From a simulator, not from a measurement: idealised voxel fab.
Process module, titled voxel self aligned vias
Cross-section cut spans 230 nm and uses square cells 5 nm in size.
In what follows, cross-sections appear as grids of square cells, described through bands that run from the top down, where every band is one or more rows of cells. It is stipulated that each band's entry specify, in nanometres, the height of the top of the band and then that of its bottom, followed by the materials of the band in left-to-right sequence, each together with its width in nanometres. A single material marked by the word "edge to edge" is understood to fill the band from edge to edge; the word "empty" is understood to denote empty space. Height datum 0, below which the as-received substrate wafer is one material. Lowest band open at the bottom, running downward: "0..down". When a width is written as two numbers, as in "30 to 40", the first number is the width in the top row of cells of the band and the second is the width in its bottom row, and the width changes by the same amount from each row to the next. "nothing got changed" (step): cross-section cells unchanged, all of them. Closed-off voids of 8+ cells (no open route to the top) go in "Closed internal cavities", written width x height at distance from the left edge, in nm. Formally, on a step line, whatever follows the settings is a remark that the simulator itself makes on the step. What "overlay nm" on a step's line means: if the step has a mask, that mask lay this far to the right of its planned place, or, when the value is negative, to the left.
# So here's the lineup of process steps we planned
step 1: RECEIVE (material Si)
step 2: CONFORMAL_DEP (material SiO2; thk nm 10)
step 3: CONFORMAL_DEP (material SiCN; thk nm 5)
step 4: DIRECTIONAL_DEP (material SiO2; thk nm 30)
step 5: DIRECTIONAL_DEP (material aC; thk nm 15)
step 6: PATTERN (tone open; mask id LINES; material resist; width nm 25; pitch nm 55; thk nm 30; overlay nm 0)
step 7: DIRECTIONAL_ETCH (etch materials aC; depth nm 15)
step 8: STRIP (etch materials resist)
step 9: DIRECTIONAL_ETCH (etch materials SiO2; depth nm 30)
step 10: STRIP (etch materials aC)
step 11: CONFORMAL_DEP (material TiN; thk nm 5)
step 12: FILL_DEP (material W; thk nm 5)
step 13: CMP (height nm 45)
step 14: SELECTIVE_ETCH (etch materials W Ru TiN; depth nm 10)
step 15: FILL_DEP (material SiN; thk nm 5)
step 16: CMP (height nm 45)
step 17: DIRECTIONAL_DEP (material SiO2; thk nm 15)
step 18: DIRECTIONAL_DEP (material aC; thk nm 10)
step 19: PATTERN (tone open; mask id VIAS; material resist; width nm 25; pitch nm 55; thk nm 25; overlay nm 0)
step 20: DIRECTIONAL_ETCH (etch materials aC; depth nm 10)
step 21: STRIP (etch materials resist)
step 22: DIRECTIONAL_ETCH (etch materials SiO2; depth nm 15)
step 23: DIRECTIONAL_ETCH (etch materials SiN; depth nm 10)
step 24: STRIP (etch materials aC)
step 25: CONFORMAL_DEP (material TiN; thk nm 5)
step 26: FILL_DEP (material Ru; thk nm 5)
step 27: CMP (height nm 60)
step 28: CONFORMAL_DEP (material SiCN; thk nm 5)
Heads up: all these wafers start the same, and what changes between them is the width nm in step 19. The value you see in the plan is just what the first wafer got.
# Received condition of the first of several wafers, sectioned: post-step 1
> 0..down: Si edge to edge
> Closed internal cavities: none
# Per-wafer rows below. For each material: cells gained (+) or lost (-) since the wafer was received, as of end of module. Then: closed voids
width nm 25 | +36 Ru | +92 SiCN | +371 SiO2 | +72 TiN | +27 W | Closed internal cavities: none
width nm 30 | +42 Ru | +92 SiCN | +362 SiO2 | +75 TiN | +27 W | Closed internal cavities: none
width nm 35 | +48 Ru | +92 SiCN | +353 SiO2 | +78 TiN | +27 W | Closed internal cavities: none
width nm 40 | +54 Ru | +92 SiCN | +344 SiO2 | +81 TiN | +27 W | Closed internal cavities: none
